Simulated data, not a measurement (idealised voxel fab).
A process module follows: voxel wiring stack.
The cross-section on display is named cut; it measures 260 nm wide, and its cells are 5 nm squares.
Square cells in a grid make up a cross-section in this document, and the grid is given as bands, listed from the top down, each one or more rows of cells.
Band entry format. Leading values: height of top, height of bottom, nm. Remainder: materials in left-to-right order, each with its width in nm. Special words: "full width" on a single material, which then fills the band edge to edge; "blank", empty space.
All heights in this document are referenced to 0, defined as the level beneath which the wafer, as received, consists entirely of one material. The lowest band is not bounded below; it extends indefinitely downward and is written in the form "0 down".
Graded width ("30->40"): value in top row of band = first number; value in bottom row = second number; row-to-row change constant.
No cell of the cross-section changed in a step that is given as "same as before".
Under "Enclosed voids" you'll find the enclosed gaps, the ones with no way out to the top, that are 8 cells or bigger; each reads width x height at distance, with distance counted from the left edge, everything in nm.
On a step's line, text after the settings is the simulator commenting on that step.
The optional step-line setting "overlay nm" applies to steps with a mask and quantifies how far to the right of its planned location the mask lay, a negative value indicating leftward placement.

The planned process steps are enumerated hereunder
1,RECEIVE | material Si
2,CONFORMAL_DEP | material SiO2 | thk nm 15
3,CONFORMAL_DEP | material SiCN | thk nm 5
4,DIRECTIONAL_DEP | material lowk | thk nm 25
5,PATTERN | tone open | mask id METAL_1 | material resist | width nm 25 | pitch nm 40 | thk nm 15 | overlay nm 0
6,DIRECTIONAL_ETCH | etch materials lowk | depth nm 25
7,DIRECTIONAL_ETCH | etch materials SiCN | depth nm 5
8,STRIP | etch materials resist
9,CONFORMAL_DEP | material TiN | thk nm 5
10,FILL_DEP | material Cu | thk nm 10
11,CMP | height nm 45
12,CONFORMAL_DEP | material SiCN | thk nm 5
13,DIRECTIONAL_DEP | material lowk | thk nm 35
14,PATTERN | tone open | mask id METAL_2_HOLES | material resist | width nm 15 | pitch nm 40 | thk nm 15 | overlay nm 0
15,DIRECTIONAL_ETCH | etch materials lowk | depth nm 35
16,STRIP | etch materials resist
17,MASKED_ETCH | tone open | mask id METAL_2 | width nm 25 | pitch nm 40 | etch materials lowk | depth nm 20 | overlay nm 0
18,MASKED_ETCH | tone open | mask id METAL_2 | width nm 25 | pitch nm 40 | etch materials SiCN | depth nm 5 | overlay nm -15
19,CONFORMAL_DEP | material TiN | thk nm 5
20,FILL_DEP | material Ru | thk nm 5
21,CMP | height nm 85
22,CONFORMAL_DEP | material SiCN | thk nm 5
23,DIRECTIONAL_DEP | material lowk | thk nm 35
24,DIRECTIONAL_DEP | material aC | thk nm 10
25,PATTERN | tone open | mask id METAL_3 | material resist | width nm 25 | pitch nm 40 | thk nm 30 | overlay nm 0
26,DIRECTIONAL_ETCH | etch materials aC | depth nm 10
27,STRIP | etch materials resist
28,DIRECTIONAL_ETCH | etch materials lowk | depth nm 20
29,STRIP | etch materials aC
30,DIRECTIONAL_DEP | material aC | thk nm 10
31,PATTERN | tone open | mask id METAL_3_HOLES | material resist | width nm 15 | pitch nm 80 | thk nm 30 | overlay nm 0
32,DIRECTIONAL_ETCH | etch materials aC | depth nm 10
33,STRIP | etch materials resist
34,DIRECTIONAL_ETCH | etch materials lowk | depth nm 15
35,DIRECTIONAL_ETCH | etch materials SiCN | depth nm 5
36,STRIP | etch materials aC
37,CONFORMAL_DEP | material TiN | thk nm 5
38,FILL_DEP | material Cu | thk nm 10
39,CMP | height nm 125
40,CONFORMAL_DEP | material SiCN | thk nm 5
41,DIRECTIONAL_DEP | material lowk | thk nm 35
42,PATTERN | tone open | mask id METAL_4_HOLES | material resist | width nm 15 | pitch nm 40 | thk nm 20 | overlay nm 0
43,DIRECTIONAL_ETCH | etch materials lowk | depth nm 35
44,STRIP | etch materials resist
45,DIRECTIONAL_DEP | material aC | thk nm 10
46,PATTERN | tone open | mask id METAL_4 | material resist | width nm 25 | pitch nm 40 | thk nm 30 | overlay nm 0
47,DIRECTIONAL_ETCH | etch materials aC | depth nm 10
48,STRIP | etch materials resist
49,DIRECTIONAL_ETCH | etch materials lowk | depth nm 20
50,DIRECTIONAL_ETCH | etch materials SiCN | depth nm 5
51,STRIP | etch materials aC
52,CONFORMAL_DEP | material TiN | thk nm 5
53,FILL_DEP | material Cu | thk nm 10
54,CMP | height nm 165
55,CONFORMAL_DEP | material SiCN | thk nm 5
The plan shows the overlay nm of step 18 as the first wafer had it; this setting differs between the wafers, which start out alike.

As received, i.e. after step 1: cross-section through the first of several wafers
0 down = Si full width
Enclosed voids: none

The table below has one row for each wafer; a row shows, as of the end of the module, how many cells of each material the wafer has gained, marked (+), or lost, marked (-), since it was received, and then the wafer's closed voids
overlay nm -15 | +119 Cu | +36 Ru | +224 SiCN | +156 SiO2 | +208 TiN | +1025 lowk | Enclosed voids: none
overlay nm -10 | +119 Cu | +39 Ru | +221 SiCN | +156 SiO2 | +208 TiN | +1025 lowk | Enclosed voids: none
overlay nm -5 | +119 Cu | +39 Ru | +221 SiCN | +156 SiO2 | +208 TiN | +1025 lowk | Enclosed voids: none
overlay nm 0 | +119 Cu | +39 Ru | +221 SiCN | +156 SiO2 | +208 TiN | +1025 lowk | Enclosed voids: none
overlay nm 5 | +119 Cu | +36 Ru | +224 SiCN | +156 SiO2 | +208 TiN | +1025 lowk | Enclosed voids: none
overlay nm 10 | +119 Cu | +36 Ru | +227 SiCN | +156 SiO2 | +205 TiN | +1025 lowk | Enclosed voids: none
overlay nm 15 | +119 Cu | +36 Ru | +230 SiCN | +156 SiO2 | +202 TiN | +1025 lowk | Enclosed voids: none
